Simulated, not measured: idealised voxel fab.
You're looking at the process module voxel released beams.
Xsec cut, 300 nm wide, square cell size 5 nm.
Think of the cross-section as a grid of square cells. We describe it in bands, top to bottom, and each band covers one or more rows of those cells. In this notation a band is specified by the heights of its top and bottom, in that order and in nm, after which its materials appear from left to right, each paired with its width in nm. The word "throughout" attached to a single material means that material fills the band from edge to edge; the word "blank" stands for empty space. All heights in this document are referenced to 0, defined as the level beneath which the wafer, as received, consists entirely of one material. The lowest band is not bounded below; it extends indefinitely downward and is written in the form "0 and below". Graded width ("30->40"): value in top row of band = first number; value in bottom row = second number; row-to-row change constant. Take "same as before" at face value: in the step it is given for, the cross-section changed in none of its cells. "Entrapped voids": empty spaces of 8 cells or more with no open way to the top, each given as width x height at distance, distance from the left edge, all in nm. Step line, after settings: the simulator's comment on this step. Each step line may optionally specify "overlay nm", which for a step with a mask gives the rightward distance between the mask's planned place and where it lay, a negative value indicating the leftward direction.

The process steps that were planned are listed below:
1 RECEIVE, material Si
2 CONFORMAL_DEP, material SiN, thk nm 10
3 DIRECTIONAL_DEP, material SiO2, thk nm 20
4 MASKED_ETCH, tone open, mask id ANCHOR, width nm 40, etch materials SiO2, depth nm 20, overlay nm -15
5 CONFORMAL_DEP, material W, thk nm 15
6 DIRECTIONAL_DEP, material aC, thk nm 15
7 PATTERN, tone cover, mask id BEAM, material resist, width nm 100, thk nm 30, overlay nm 0
8 DIRECTIONAL_ETCH, etch materials aC, depth nm 15
9 STRIP, etch materials resist
10 DIRECTIONAL_ETCH, etch materials W, depth nm 15
11 STRIP, etch materials aC
12 STRIP, etch materials SiO2
The value of overlay nm given for step 4 in the plan refers to the first wafer; the wafers vary in this setting and are alike at the start.

The as-received cross-section of the first of several wafers corresponds to the state after step 1:
0 and below: Si throughout
Entrapped voids: none

The figure below presents a cross-section of the first of several wafers at the conclusion of the module, following its last step, step 12:
45 down to 30: 95 nm blank / 5 nm W / 10 nm blank / 85 nm W / 105 nm blank
30 down to 25: 85 nm blank / 15 nm W / 10 nm blank / 15 nm W / 175 nm blank
25 down to 10: 85 nm blank / 40 nm W / 175 nm blank
10 down to 0: SiN throughout
0 and below: Si throughout
Entrapped voids: none

End of module: cross-section, last of several wafers:
45 down to 30: 95 nm blank / 35 nm W / 10 nm blank / 55 nm W / 105 nm blank
30 down to 25: 115 nm blank / 15 nm W / 10 nm blank / 15 nm W / 145 nm blank
25 down to 10: 115 nm blank / 40 nm W / 145 nm blank
10 down to 0: SiN throughout
0 and below: Si throughout
Entrapped voids: none

Here is how to read the rows: every wafer has a row, and it shows the wafer at the end of the module, giving for each material how many cells were gained (+) or lost (-) since the wafer was received, then listing its closed voids:
overlay nm -15; +120 SiN; +84 W; Entrapped voids: none
overlay nm -10; +120 SiN; +84 W; Entrapped voids: none
overlay nm -5; +120 SiN; +84 W; Entrapped voids: none
overlay nm 0; +120 SiN; +84 W; Entrapped voids: none
overlay nm 5; +120 SiN; +84 W; Entrapped voids: none
overlay nm 10; +120 SiN; +84 W; Entrapped voids: none
overlay nm 15; +120 SiN; +84 W; Entrapped voids: none
